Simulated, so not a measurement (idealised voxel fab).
Process module, titled voxel double patterning
Cross-section cut spans 175 nm and uses square cells 5 nm in size.
When this document writes out a cross-section, it uses a grid of square cells and lists it as bands, beginning at the top and moving down, with a band standing for one or more rows of cells.
Band: top and bottom heights (nm) first, top before bottom; then materials from left to right, widths in nm. "edge to edge" marks a sole material filling the band edge to edge. "air" denotes empty space.
Heights are measured from 0, the level below which the as-received wafer is all one material; the lowest band has no bottom and continues downward, written as in "0 -> down".
Graded width ("30..40"): value in top row of band = first number; value in bottom row = second number; row-to-row change constant.
The designation "changes: none", where it is given for a processing step, indicates that no cell of the cross-section was altered in the course of that step.
"Fully sealed cavities" contains a list of empty spaces, each no smaller than 8 cells and without an open way to the top, written in the form width x height at distance with the distance from the left edge and all three in nm.
Past the settings on a step's line: simulator remark, on that step.
overlay nm: step with mask; distance mask lay right of planned place; negative value = left of planned place.

The planned process steps are enumerated hereunder:
1. RECEIVE | material Si
2. CONFORMAL_DEP | material SiN | thk nm 10
3. DIRECTIONAL_DEP | material SiO2 | thk nm 15
4. DIRECTIONAL_DEP | material SiCN | thk nm 5
5. MASKED_ETCH | tone open | mask id FIRST | width nm 15 | pitch nm 50 | etch materials SiCN | depth nm 5 | overlay nm 0
6. DIRECTIONAL_DEP | material aC | thk nm 15
7. PATTERN | tone open | mask id SECOND | material resist | width nm 15 | thk nm 35 | overlay nm 0
8. DIRECTIONAL_ETCH | etch materials aC | depth nm 15
9. STRIP | etch materials resist
10. DIRECTIONAL_ETCH | etch materials SiCN | depth nm 5
11. STRIP | etch materials aC
12. DIRECTIONAL_ETCH | etch materials SiO2 | depth nm 15
13. STRIP | etch materials SiCN

Cross-section of the wafer as it came to us, i.e., already through step 1:
	0 -> down  Si edge to edge
	Fully sealed cavities: none

Wafer at module end, in section. Began as above, planned as above, run with one mistake:
	25 -> 15  SiN edge to edge
	15 -> 0  SiO2 edge to edge
	0 -> down  Si edge to edge
	Fully sealed cavities: none
Deviation noted in wafer processing: the processing plan was not followed for steps 2 and 3, which were run with their positions exchanged
